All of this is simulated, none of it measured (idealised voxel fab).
You're looking at the process module voxel released beams.
Shown is cross-section cut, with a width of 250 nm and square cells of size 5 nm.
This document writes a cross-section as a grid whose cells are square, and gives it as bands, listed from the top down; one or more rows of cells form a band.
Within each band entry, the heights of the top and of the bottom of the band appear first, in that order and in nm; the materials of the band then follow from left to right, each with its corresponding width in nm. The designation "everywhere" on a single material indicates that it fills the band from edge to edge; the designation "blank" indicates empty space.
We count height from 0. Below that, the starting wafer is all one material. The lowest band never ends at the bottom but goes on down; see "0 down" for how that is written.
A two-number width, for instance "30 to 40", indicates that the width is equal to the first number in the top row of the band and to the second number in the bottom row, and that it changes by a constant amount per row of cells.
Where the words "all unchanged" appear for a step, the cross-section shows no cell changed by that step; every cell remained as before.
"Closed voids list" - sealed voids, min. 8 cells, no opening to top; format: width x height at distance (distance from left edge; nm throughout).
Where a step's line continues beyond its settings, the continuation is a remark by the simulator itself on that step.
Steps that use a mask can have "overlay nm" on their line. It says how far the mask sat to the right of where it was meant to be. Negative means to the left.
**plan**
1. RECEIVE | material Si
2. CONFORMAL_DEP | material SiN | thk nm 5
3. DIRECTIONAL_DEP | material SiO2 | thk nm 10
4. MASKED_ETCH | tone open | mask id ANCHOR | width nm 40 | etch materials SiO2 | depth nm 10 | overlay nm 0
5. CONFORMAL_DEP | material polySi | thk nm 15
6. DIRECTIONAL_DEP | material aC | thk nm 10
7. PATTERN | tone cover | mask id BEAM | material resist | width nm 115 | thk nm 25 | overlay nm 0
8. DIRECTIONAL_ETCH | etch materials aC | depth nm 10
9. STRIP | etch materials resist
10. DIRECTIONAL_ETCH | etch materials polySi | depth nm 15
11. STRIP | etch materials aC
12. STRIP | etch materials SiO2
**Incoming wafer, cross-sectional view, post step 1**
  0 down | Si everywhere
  Closed voids list: none
**First of two wafers: cross-section at end of module, run per plan**
  30 to 20 | 65 of blank | 20 of polySi | 10 of blank | 85 of polySi | 70 of blank
  20 to 15 | 65 of blank | 115 of polySi | 70 of blank
  15 to 5 | 70 of blank | 40 of polySi | 140 of blank
  5 to 0 | SiN everywhere
  0 down | Si everywhere
  Closed voids list: none
**Wafer two cross-section, module end. Start and plan unchanged from wafer one; one mistake made during the run**
  25 to 20 | 65 of blank | 20 of polySi | 10 of blank | 85 of polySi | 70 of blank
  20 to 10 | 65 of blank | 115 of polySi | 70 of blank
  10 to 5 | 70 of blank | 40 of polySi | 140 of blank
  5 to 0 | SiN everywhere
  0 down | Si everywhere
  Closed voids list: none
Deviation noted in wafer processing: planned and actual differ for step 3; actual: DIRECTIONAL_DEP | material SiO2 | thk nm 5
Looking at both finished wafers in cells, the second ends up ahead of or behind the first on some materials: polySi: 6 fewer
